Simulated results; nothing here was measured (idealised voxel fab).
Process module under the name voxel double patterning
cross-section cut | 195 nm wide | cells 5 nm
Just so we're on the same page, the cross-sections are grids of square cells, and they're listed out in bands top to bottom, each band one or more rows deep.
This entry defines a band. It first specifies the height of the band's top and the height of its bottom in nm, and then specifies the band's materials from left to right, stating each material with its width in nm. The word "everywhere" identifies a single material that fills the band from edge to edge, while the word "air" identifies empty space.
Counting heights begins at 0, where everything beneath is, in the wafer as received, one material. The lowest band has no bottom; it goes on downwards, as "0 down" shows.
Think of "30 to 40" as a width that walks from the first number to the second as you go down the band, top row to bottom row, taking equal-sized steps from row to row.
Where a step carries "nothing altered", the cross-section came out of it unchanged, cell for cell.
"Enclosed voids": sealed empty spaces, 8 cells or more, no open way to top, listed width x height at distance, with distance from the left edge and width, height and distance in nm.
Whatever follows a step's settings on its line is a remark the simulator itself makes about that step.
overlay nm: right-of-plan distance of the mask on a masked step; negative values mean left-of-plan.
[Planned process steps]
1) RECEIVE with material Si
2) CONFORMAL_DEP with material SiN, thk nm 5
3) DIRECTIONAL_DEP with material SiO2, thk nm 15
4) DIRECTIONAL_DEP with material SiCN, thk nm 5
5) MASKED_ETCH with tone open, mask id FIRST, width nm 15, pitch nm 50, etch materials SiCN, depth nm 5, overlay nm 0
6) PATTERN with tone open, mask id SECOND, material resist, width nm 15, pitch nm 50, thk nm 15, overlay nm 0
7) DIRECTIONAL_ETCH with etch materials SiCN, depth nm 5
8) STRIP with etch materials resist
9) DIRECTIONAL_ETCH with etch materials SiO2, depth nm 15
10) STRIP with etch materials SiCN
[First of two wafers - as planned]
[Here's what the wafer looked like in cross-section when it arrived - that's after step 1]
> 0 down = Si everywhere
> Enclosed voids: none
[Take a look at the wafer's cross-section after step 2]
> 5 to 0 = SiN everywhere
> Below 0, the layers are the same as they were.
[Take a look at the wafer's cross-section after step 3]
> 20 to 5 = SiO2 everywhere
> Below 5, the layers are the same as they were.
[Take a look at the wafer's cross-section after step 4]
> 25 to 20 = SiCN everywhere
> Below 20, the layers are the same as they were.
[Take a look at the wafer's cross-section after step 5]
> 25 to 20 = 40 of SiCN; 15 of air; 35 of SiCN; 15 of air; 35 of SiCN; 15 of air; 40 of SiCN
> Below 20, the layers are the same as they were.
[Take a look at the wafer's cross-section after step 6]
> 40 to 25 = 65 of resist; 15 of air; 35 of resist; 15 of air; 65 of resist
> 25 to 20 = 40 of SiCN; 15 of resist; 35 of SiCN; 15 of resist; 35 of SiCN; 15 of resist; 40 of SiCN
> Below 20, the layers are the same as they were.
[Take a look at the wafer's cross-section after step 7]
> 40 to 25 = 65 of resist; 15 of air; 35 of resist; 15 of air; 65 of resist
> 25 to 20 = 40 of SiCN; 15 of resist; 10 of SiCN; 15 of air; 10 of SiCN; 15 of resist; 10 of SiCN; 15 of air; 10 of SiCN; 15 of resist; 40 of SiCN
> Below 20, the layers are the same as they were.
[Take a look at the wafer's cross-section after step 8]
> 25 to 20 = 40 of SiCN; 15 of air; 10 of SiCN; 15 of air; 10 of SiCN; 15 of air; 10 of SiCN; 15 of air; 10 of SiCN; 15 of air; 40 of SiCN
> Below 20, the layers are the same as they were.
[Take a look at the wafer's cross-section after step 9]
> 25 to 20 = 40 of SiCN; 15 of air; 10 of SiCN; 15 of air; 10 of SiCN; 15 of air; 10 of SiCN; 15 of air; 10 of SiCN; 15 of air; 40 of SiCN
> 20 to 5 = 40 of SiO2; 15 of air; 10 of SiO2; 15 of air; 10 of SiO2; 15 of air; 10 of SiO2; 15 of air; 10 of SiO2; 15 of air; 40 of SiO2
> Below 5, the layers are the same as they were.
[Take a look at the wafer's cross-section after step 10]
> 20 to 5 = 40 of SiO2; 15 of air; 10 of SiO2; 15 of air; 10 of SiO2; 15 of air; 10 of SiO2; 15 of air; 10 of SiO2; 15 of air; 40 of SiO2
> Below 5, the layers are the same as they were.
[The second wafer began exactly as the first did and followed the same plan, but one mistake was made while running it; through step 3 inclusive, the two wafers are identical]
[Second wafer, sectioned view, at step 4's planned end time]
> 25 to 20 = SiN everywhere
> Below 20, the layers are the same as they were.
Second wafer, sectioned view, at step 5's planned end time: nothing altered
[Second wafer, sectioned view, at step 6's planned end time]
> 40 to 25 = 65 of resist; 15 of air; 35 of resist; 15 of air; 65 of resist
> Below 25, the layers are the same as they were.
Second wafer, sectioned view, at step 7's planned end time: nothing altered
[Second wafer, sectioned view, at step 8's planned end time]
> 25 to 20 = SiN everywhere
> Below 20, the layers are the same as they were.
Second wafer, sectioned view, at step 9's planned end time: nothing altered
Second wafer, sectioned view, at step 10's planned end time: nothing altered
Which mistake was made when the wafer was run? step 4 went in with a setting other than planned; the actual run was DIRECTIONAL_DEP with material SiN, thk nm 5
Per the end-of-run cell counts, the second wafer holds more or fewer of some materials than the first: SiN +39, SiO2 +45
